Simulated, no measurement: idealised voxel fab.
process module | voxel air gaps
cross-section cut | 255 nm wide | cells 5 nm
A cross-section is a grid of square cells, given in bands from the top down. A band is one or more rows of cells.
Each band's line starts with the height of the band's top and of its bottom, in nm. Then come its materials from left to right, each with its width in nm. One material with "throughout" fills the band from edge to edge. "air" is empty space.
Height 0 is the level under which the wafer as received is all one material. The lowest band goes on downwards, as in "0 down".
A width such as "30 to 40" changes by the same amount from each row of cells to the next, from the band's top row to its bottom row.
"no change" after a step means that no cell of the cross-section changed.
closed voids: empty space of 8 cells or more with no open way to the top, each as width x height at its distance from the left edge, in nm
after a step's settings: what the simulator itself notes on the step
overlay nm, on a step with a mask: how far to the right of its planned place the mask lay; to the left if negative
plan
1 op RECEIVE | material Si
2 op CONFORMAL_DEP | material SiO2 | thk nm 10
3 op CONFORMAL_DEP | material SiN | thk nm 5
4 op DIRECTIONAL_DEP | material lowk | thk nm 40
5 op PATTERN | tone open | mask id LINES | material resist | width nm 15 | pitch nm 40 | thk nm 15 | overlay nm 0
6 op DIRECTIONAL_ETCH | etch materials lowk | depth nm 40
7 op STRIP | etch materials resist
8 op CONFORMAL_DEP | material TiN | thk nm 5
9 op FILL_DEP | material Cu | thk nm 5
10 op CMP | height nm 55
11 op EPI | material Ru | thk nm 10
12 op SELECTIVE_ETCH | etch materials lowk | depth nm 50
13 op CONFORMAL_DEP | material SiN | thk nm 5
as received, after step 1
  0 down: Si throughout
  closed voids: none
first wafer at the end, as planned
  70 to 65: air 45 | SiN 165 | air 45
  65 to 55: air 45 | SiN 5 | Ru 35 | SiN 5 | Ru 35 | SiN 5 | Ru 35 | SiN 5 | Ru 35 | SiN 5 | air 45
  55 to 50: air 45 | SiN 15 | TiN 5 | Cu 5 | TiN 5 | SiN 25 | TiN 5 | Cu 5 | TiN 5 | SiN 25 | TiN 5 | Cu 5 | TiN 5 | SiN 25 | TiN 5 | Cu 5 | TiN 5 | SiN 15 | air 45
  50 to 20: air 55 | SiN 5 | TiN 5 | Cu 5 | TiN 5 | SiN 5 | air 15 | SiN 5 | TiN 5 | Cu 5 | TiN 5 | SiN 5 | air 15 | SiN 5 | TiN 5 | Cu 5 | TiN 5 | SiN 5 | air 15 | SiN 5 | TiN 5 | Cu 5 | TiN 5 | SiN 5 | air 55
  20 to 15: SiN 60 | TiN 15 | SiN 25 | TiN 15 | SiN 25 | TiN 15 | SiN 25 | TiN 15 | SiN 60
  15 to 10: SiN throughout
  10 to 0: SiO2 throughout
  0 down: Si throughout
  closed voids: 15 x 30 at 80; 15 x 30 at 120; 15 x 30 at 160
second wafer at the end: like start, like plan, one mistake
  70 to 65: air 45 | SiN 165 | air 45
  65 to 55: air 45 | SiN 5 | Ru 35 | SiN 5 | Ru 35 | SiN 5 | Ru 35 | SiN 5 | Ru 35 | SiN 5 | air 45
  55 to 50: air 45 | SiN 15 | TiN 5 | Cu 5 | TiN 5 | SiN 25 | TiN 5 | Cu 5 | TiN 5 | SiN 25 | TiN 5 | Cu 5 | TiN 5 | SiN 25 | TiN 5 | Cu 5 | TiN 5 | SiN 15 | air 45
  50 to 20: air 55 | SiN 5 | TiN 5 | Cu 5 | TiN 5 | SiN 5 | air 15 | SiN 5 | TiN 5 | Cu 5 | TiN 5 | SiN 5 | air 15 | SiN 5 | TiN 5 | Cu 5 | TiN 5 | SiN 5 | air 15 | SiN 5 | TiN 5 | Cu 5 | TiN 5 | SiN 5 | air 55
  20 to 15: SiN 60 | TiN 15 | SiN 25 | TiN 15 | SiN 25 | TiN 15 | SiN 25 | TiN 15 | SiN 60
  15 to 10: SiN throughout
  10 to 0: TiN throughout
  0 down: Si throughout
  closed voids: 15 x 30 at 80; 15 x 30 at 120; 15 x 30 at 160
what went wrong: step 2 ran as: op CONFORMAL_DEP | material TiN | thk nm 10
at the end the second wafer has, in cells: 102 fewer of SiO2 | 102 more of TiN
